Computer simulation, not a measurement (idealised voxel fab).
Process module heading - voxel self aligned vias
Square cell edge 5 nm, section width 290 nm, ID cut.
How to read a cross-section here: the picture is a grid of square cells, written as bands going from the top down, and any band can span one or more rows of cells. The entry gives the band's vertical extent as a top height and a bottom height in nm, then its horizontal make-up as materials from left to right, each with a width in nm. "air" stands for empty space; a single material marked "full width" fills the band edge to edge. Basically, 0 is our baseline, since under it the wafer straight out of the box is all one material. The bottom band has no lower end and keeps on going down, so it looks like "0..down". Per-row width for "30->40": begins at first number (top row of band), ends at second number (bottom row), increment between rows held constant. For the purposes of this document, the phrase "nothing was modified" attached to a step denotes that no cell within the cross-section was modified by that step. Closed-off voids of 8+ cells (no open route to the top) go in "Trapped void list", written width x height at distance from the left edge, in nm. after a step's settings: what the simulator itself notes on the step. The setting "overlay nm" may be written on the line of a step. When the step uses a mask, the value reports how far to the right of the planned place the mask lay, and a negative value reports that it lay to the left.
Process steps (planned)
1. op RECEIVE | material Si
2. op CONFORMAL_DEP | material SiO2 | thk nm 10
3. op CONFORMAL_DEP | material SiCN | thk nm 5
4. op DIRECTIONAL_DEP | material lowk | thk nm 25
5. op MASKED_ETCH | tone open | mask id LINES | width nm 25 | pitch nm 65 | etch materials lowk | depth nm 25 | overlay nm 0
6. op CONFORMAL_DEP | material TiN | thk nm 5
7. op FILL_DEP | material Ru | thk nm 5
8. op CMP | height nm 40
9. op SELECTIVE_ETCH | etch materials W Ru TiN | depth nm 10
10. op FILL_DEP | material SiN | thk nm 10
11. op CMP | height nm 40
12. op DIRECTIONAL_DEP | material lowk | thk nm 20
13. op MASKED_ETCH | tone open | mask id VIAS | width nm 45 | etch materials lowk | depth nm 20 | overlay nm 0
14. op MASKED_ETCH | tone open | mask id VIAS | width nm 45 | etch materials SiN | depth nm 10 | overlay nm 0
15. op CONFORMAL_DEP | material TiN | thk nm 5
16. op FILL_DEP | material Ru | thk nm 10
17. op CMP | height nm 60
18. op CONFORMAL_DEP | material SiCN | thk nm 5
Wafer, first of two, run as planned
Shown in cross-section is the wafer as received, that is, as it stands after step 1
* 0..down: Si full width
* Trapped void list: none
How the wafer stands in section after step 2
* 10..0: SiO2 full width
* Everything below 0 is unchanged.
How the wafer stands in section after step 3
* 15..10: SiCN full width
* Everything below 10 is unchanged.
How the wafer stands in section after step 4
* 40..15: lowk full width
* Everything below 15 is unchanged.
How the wafer stands in section after step 5
* 40..15: lowk=100 | air=25 | lowk=40 | air=25 | lowk=100
* Everything below 15 is unchanged.
How the wafer stands in section after step 6
* 45..40: TiN=105 | air=15 | TiN=50 | air=15 | TiN=105
* 40..20: lowk=100 | TiN=5 | air=15 | TiN=5 | lowk=40 | TiN=5 | air=15 | TiN=5 | lowk=100
* 20..15: lowk=100 | TiN=25 | lowk=40 | TiN=25 | lowk=100
* Everything below 15 is unchanged.
How the wafer stands in section after step 7
* 50..45: Ru full width
* 45..40: TiN=105 | Ru=15 | TiN=50 | Ru=15 | TiN=105
* 40..20: lowk=100 | TiN=5 | Ru=15 | TiN=5 | lowk=40 | TiN=5 | Ru=15 | TiN=5 | lowk=100
* Everything below 20 is unchanged.
How the wafer stands in section after step 8
* 40..20: lowk=100 | TiN=5 | Ru=15 | TiN=5 | lowk=40 | TiN=5 | Ru=15 | TiN=5 | lowk=100
* Everything below 20 is unchanged.
How the wafer stands in section after step 9
* 40..30: lowk=100 | air=25 | lowk=40 | air=25 | lowk=100
* Everything below 30 is unchanged.
How the wafer stands in section after step 10
* 50..40: SiN full width
* 40..30: lowk=100 | SiN=25 | lowk=40 | SiN=25 | lowk=100
* Everything below 30 is unchanged.
How the wafer stands in section after step 11
* 40..30: lowk=100 | SiN=25 | lowk=40 | SiN=25 | lowk=100
* Everything below 30 is unchanged.
How the wafer stands in section after step 12
* 60..40: lowk full width
* Everything below 40 is unchanged.
How the wafer stands in section after step 13
* 60..40: lowk=90 | air=45 | lowk=155
* Everything below 40 is unchanged.
How the wafer stands in section after step 14
* 60..40: lowk=90 | air=45 | lowk=155
* 40..30: lowk=100 | air=25 | lowk=40 | SiN=25 | lowk=100
* Everything below 30 is unchanged.
How the wafer stands in section after step 15
* 65..60: TiN=95 | air=35 | TiN=160
* 60..45: lowk=90 | TiN=5 | air=35 | TiN=5 | lowk=155
* 45..40: lowk=90 | TiN=15 | air=15 | TiN=15 | lowk=155
* 40..35: lowk=100 | TiN=5 | air=15 | TiN=5 | lowk=40 | SiN=25 | lowk=100
* 35..30: lowk=100 | TiN=25 | lowk=40 | SiN=25 | lowk=100
* Everything below 30 is unchanged.
How the wafer stands in section after step 16
* 75..65: Ru full width
* 65..60: TiN=95 | Ru=35 | TiN=160
* 60..45: lowk=90 | TiN=5 | Ru=35 | TiN=5 | lowk=155
* 45..40: lowk=90 | TiN=15 | Ru=15 | TiN=15 | lowk=155
* 40..35: lowk=100 | TiN=5 | Ru=15 | TiN=5 | lowk=40 | SiN=25 | lowk=100
* Everything below 35 is unchanged.
How the wafer stands in section after step 17
* 60..45: lowk=90 | TiN=5 | Ru=35 | TiN=5 | lowk=155
* Everything below 45 is unchanged.
How the wafer stands in section after step 18
* 65..60: SiCN full width
* Everything below 60 is unchanged.
What follows concerns the second wafer, which started out like the first and was meant to follow the very same plan; one mistake crept in when it was run, but everything up to and including step 10 is the same as for the first wafer
Second wafer, sectioned view, at step 11's planned end time
* 30..20: lowk=100 | TiN=5 | Ru=15 | TiN=5 | lowk=40 | TiN=5 | Ru=15 | TiN=5 | lowk=100
* Everything below 20 is unchanged.
Second wafer, sectioned view, at step 12's planned end time
* 50..30: lowk full width
* Everything below 30 is unchanged.
Second wafer, sectioned view, at step 13's planned end time
* 50..30: lowk=90 | air=45 | lowk=155
* Everything below 30 is unchanged.
Second wafer, sectioned view, at step 14's planned end time: nothing was modified
Second wafer, sectioned view, at step 15's planned end time
* 55..50: TiN=95 | air=35 | TiN=160
* 50..35: lowk=90 | TiN=5 | air=35 | TiN=5 | lowk=155
* 35..30: lowk=90 | TiN=45 | lowk=155
* Everything below 30 is unchanged.
Second wafer, sectioned view, at step 16's planned end time
* 65..55: Ru full width
* 55..50: TiN=95 | Ru=35 | TiN=160
* 50..35: lowk=90 | TiN=5 | Ru=35 | TiN=5 | lowk=155
* Everything below 35 is unchanged.
Second wafer, sectioned view, at step 17's planned end time
* 60..55: Ru full width
* Everything below 55 is unchanged.
Second wafer, sectioned view, at step 18's planned end time
* 65..60: SiCN full width
* Everything below 60 is unchanged.
Processing error: it should be noted that step 11 was executed with settings other than those planned, the operation and settings actually applied being op CMP | height nm 30
Final wafer comparison in cells, second versus first, more or fewer per material: Ru: 59 more, SiN: 10 fewer, TiN: 47 more, lowk: 96 fewer
